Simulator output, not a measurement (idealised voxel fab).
This section sets out a process module, namely voxel plated lines.
Pictured: cross-section cut, 260 nm wide, on a grid of 5 nm square cells.
Cross-section = grid of square cells, listed top down in bands; band = one or more rows.
Band entry format. Leading values: height of top, height of bottom, nm. Remainder: materials in left-to-right order, each with its width in nm. Special words: "everywhere" on a single material, which then fills the band edge to edge; "empty", empty space.
Heights are measured from 0, the level below which the as-received wafer is all one material; the lowest band has no bottom and continues downward, written as in "0 nm and below".
Think of "30..40" as a width that walks from the first number to the second as you go down the band, top row to bottom row, taking equal-sized steps from row to row.
Where the words "everything unchanged" appear for a step, the cross-section shows no cell changed by that step; every cell remained as before.
Listed in "Closed empty spaces": every empty space of 8 or more cells without an open way to the top. Form: width x height at distance, the distance being from the left edge, all in nm.
Post-settings text on a step line: simulator's own remark regarding the step.
Each step line may optionally specify "overlay nm", which for a step with a mask gives the rightward distance between the mask's planned place and where it lay, a negative value indicating the leftward direction.
PROCESS STEPS (PLANNED)
- 1: RECEIVE, material Si
- 2: CONFORMAL_DEP, material SiN, thk nm 15
- 3: DIRECTIONAL_DEP, material TiN, thk nm 5
- 4: PATTERN, tone open, mask id LINES, material resist, width nm 15, pitch nm 30, thk nm 15, overlay nm 0
- 5: EPI, material Ru, thk nm 10
- 6: STRIP, etch materials resist
- 7: DIRECTIONAL_ETCH, etch materials TiN, depth nm 5
- 8: CONFORMAL_DEP, material SiCN, thk nm 10
WAFER CROSS-SECTION ON RECEIPT, I.E. AFTER STEP 1
0 nm and below = Si everywhere
Closed empty spaces: none
POST-MODULE CROSS-SECTION OF THE FIRST OF TWO WAFERS (RUN PER PLAN)
40 nm to 30 nm = 80 empty, 95 SiCN, 85 empty
30 nm to 25 nm = 80 empty, 10 SiCN, 15 Ru, 15 SiCN, 15 Ru, 15 SiCN, 15 Ru, 10 SiCN, 85 empty
25 nm to 20 nm = 90 SiCN, 15 Ru, 15 SiCN, 15 Ru, 15 SiCN, 15 Ru, 95 SiCN
20 nm to 15 nm = 90 SiCN, 15 TiN, 15 SiCN, 15 TiN, 15 SiCN, 15 TiN, 95 SiCN
15 nm to 0 nm = SiN everywhere
0 nm and below = Si everywhere
Closed empty spaces: none
THE SECOND WAFER, SHOWN IN CROSS-SECTION AFTER THE MODULE: STARTED THE SAME WAY AS THE FIRST AND GIVEN THE SAME PLAN, YET ONE MISTAKE CREPT INTO HOW IT WAS RUN
40 nm to 30 nm = SiCN everywhere
30 nm to 20 nm = 90 Ru, 15 SiCN, 15 Ru, 15 SiCN, 15 Ru, 15 SiCN, 95 Ru
20 nm to 15 nm = 90 TiN, 15 SiCN, 15 TiN, 15 SiCN, 15 TiN, 15 SiCN, 95 TiN
15 nm to 0 nm = SiN everywhere
0 nm and below = Si everywhere
Closed empty spaces: none
What was the processing mistake? contrary to plan, step 4 was performed as PATTERN, tone cover, mask id LINES, material resist, width nm 15, pitch nm 30, thk nm 15, overlay nm 0
Wrapping up, a cell-based count of both wafers puts the second over or under the first for these materials: +68 Ru, -3 SiCN, +34 TiN
